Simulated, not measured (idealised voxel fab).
process module | voxel self aligned contacts
cross-section cut | 240 nm wide | cells 5 nm
A cross-section is a grid of square cells, given in bands from the top down. A band is one or more rows of cells.
Each band's line starts with the height of the band's top and of its bottom, in nm. Then come its materials from left to right, each with its width in nm. One material with "throughout" fills the band from edge to edge. "air" is empty space.
Height 0 is the level under which the wafer as received is all one material. The lowest band goes on downwards, as in "0 down".
A width such as "30 to 40" changes by the same amount from each row of cells to the next, from the band's top row to its bottom row.
"no change" after a step means that no cell of the cross-section changed.
closed voids: empty space of 8 cells or more with no open way to the top, each as width x height at its distance from the left edge, in nm
after a step's settings: what the simulator itself notes on the step
overlay nm, on a step with a mask: how far to the right of its planned place the mask lay; to the left if negative
plan
1 op RECEIVE | material Si
2 op OXIDIZE | depth nm 5
3 op DIRECTIONAL_DEP | material polySi | thk nm 20
4 op DIRECTIONAL_DEP | material SiN | thk nm 20
5 op DIRECTIONAL_DEP | material aC | thk nm 10
6 op PATTERN | tone cover | mask id GATE | material resist | width nm 35 | pitch nm 75 | thk nm 25 | overlay nm 0
7 op DIRECTIONAL_ETCH | etch materials aC | depth nm 10
8 op STRIP | etch materials resist
9 op DIRECTIONAL_ETCH | etch materials SiN | depth nm 20
10 op DIRECTIONAL_ETCH | etch materials polySi | depth nm 20
11 op STRIP | etch materials aC
12 op CONFORMAL_DEP | material SiN | thk nm 10
13 op DIRECTIONAL_ETCH | etch materials SiN | depth nm 10
14 op FILL_DEP | material SiO2 | thk nm 10
15 op CMP | height nm 45
16 op MASKED_ETCH | tone open | mask id CONTACT | width nm 60 | etch materials SiO2 | depth nm 40 | overlay nm 0
17 op CONFORMAL_DEP | material TiN | thk nm 5
18 op FILL_DEP | material Ru | thk nm 5
19 op CMP | height nm 45
20 op CONFORMAL_DEP | material SiCN | thk nm 5
varied across the wafers: depth nm of step 16. The plan shows the first wafer's value. All wafers start alike
first wafer as received, after step 1
  0 down: Si throughout
  closed voids: none
each wafer at the end: cells of each material gained (+) or lost (-) since it was received, then its closed voids
depth nm 40 | +14 Ru | -48 Si | +48 SiCN | +120 SiN | +264 SiO2 | +26 TiN | +56 polySi | closed voids: none
depth nm 45 | +16 Ru | -48 Si | +48 SiCN | +120 SiN | +260 SiO2 | +28 TiN | +56 polySi | closed voids: none
depth nm 50 | +18 Ru | -48 Si | +48 SiCN | +120 SiN | +256 SiO2 | +30 TiN | +56 polySi | closed voids: none
depth nm 55 | +18 Ru | -48 Si | +48 SiCN | +120 SiN | +256 SiO2 | +30 TiN | +56 polySi | closed voids: none
depth nm 60 | +18 Ru | -48 Si | +48 SiCN | +120 SiN | +256 SiO2 | +30 TiN | +56 polySi | closed voids: none
depth nm 65 | +18 Ru | -48 Si | +48 SiCN | +120 SiN | +256 SiO2 | +30 TiN | +56 polySi | closed voids: none
